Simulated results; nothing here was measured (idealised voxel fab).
You're looking at the process module voxel gate over fins.
Cross-section cut spans 270 nm and uses square cells 5 nm in size.
How to read a cross-section here: the picture is a grid of square cells, written as bands going from the top down, and any band can span one or more rows of cells. Band: top height; bottom height; in nm. Then, left to right: material with width in nm, for each material. "all across": a single material spanning edge to edge. "empty": empty space. Basically, 0 is our baseline, since under it the wafer straight out of the box is all one material. The bottom band has no lower end and keeps on going down, so it looks like "z 0 and below". The notation "30..40" denotes a width that varies across the rows of cells in the band, beginning at the first number in the top row, finishing at the second number in the bottom row, and changing by an identical amount from each row to the next. No cell of the cross-section changed in a step that is given as "remained the same". So "Entrapped voids" is basically the list of trapped voids: any empty space of 8 cells or more that can't reach the top through an opening. They're written width x height at distance, the distance being from the left edge, and it's all nm. Text after the settings on a step's line: the simulator's own remark on that step. A step line may carry the setting "overlay nm", which, for steps involving a mask, states the distance by which the mask lay to the right of its intended position; negative values denote displacement to the left.
Process steps foreseen in the plan:
1. RECEIVE [material Si]
2. CONFORMAL_DEP [material SiN] [thk nm 5]
3. DIRECTIONAL_DEP [material aC] [thk nm 10]
4. PATTERN [tone cover] [mask id FINS] [material resist] [width nm 15] [pitch nm 50] [thk nm 30] [overlay nm 0]
5. DIRECTIONAL_ETCH [etch materials aC] [depth nm 10]
6. STRIP [etch materials resist]
7. DIRECTIONAL_ETCH [etch materials SiN] [depth nm 5]
8. DIRECTIONAL_ETCH [etch materials Si] [depth nm 40]
9. STRIP [etch materials aC]
10. FILL_DEP [material SiO2] [thk nm 5]
11. CMP [height nm 5]
12. PATTERN [tone open] [mask id RAIL] [material resist] [width nm 15] [thk nm 20] [overlay nm 0]
13. DIRECTIONAL_ETCH [etch materials SiO2] [depth nm 40]
14. STRIP [etch materials resist]
15. CONFORMAL_DEP [material TiN] [thk nm 5]
16. FILL_DEP [material W] [thk nm 5]
17. CMP [height nm 5]
18. SELECTIVE_ETCH [etch materials W Ru TiN] [depth nm 20]
19. FILL_DEP [material SiO2] [thk nm 5]
20. CMP [height nm 5]
21. SELECTIVE_ETCH [etch materials SiO2] [depth nm 15]
22. STRIP [etch materials SiN]
23. CONFORMAL_DEP [material HfO2] [thk nm 5]
24. CONFORMAL_DEP [material TiN] [thk nm 5]
25. FILL_DEP [material W] [thk nm 10]
26. CMP [height nm 15]
27. CONFORMAL_DEP [material SiCN] [thk nm 5]
Wafer cross-section on receipt, i.e. after step 1:
- z 0 and below: Si all across
- Entrapped voids: none
Cross-sectional result after module completion. Note: starting condition and plan are unchanged from above; one processing mistake was made:
- z 20 to 15: SiCN all across
- z 15 to 5: W all across
- z 5 to 0: W=95 / TiN=25 / W=25 / TiN=25 / W=100
- z 0 to -5: W=95 / TiN=5 / Si=15 / TiN=5 / W=25 / TiN=5 / Si=15 / TiN=5 / W=100
- z -5 to -10: TiN=100 / Si=15 / TiN=35 / Si=15 / TiN=105
- z -10 to -15: SiO2=100 / Si=15 / SiO2=35 / Si=15 / SiO2=105
- z -15 to -30: SiO2=100 / Si=15 / SiO2=10 / TiN=5 / W=5 / TiN=5 / SiO2=10 / Si=15 / SiO2=105
- z -30 to -35: SiO2=100 / Si=15 / SiO2=10 / TiN=15 / SiO2=10 / Si=15 / SiO2=105
- z -35 to -40: SiO2=100 / Si=15 / SiO2=35 / Si=15 / SiO2=105
- z -40 and below: Si all across
- Entrapped voids: none
Nonconformance to the process plan: the plan's step 23 was left out and never carried out
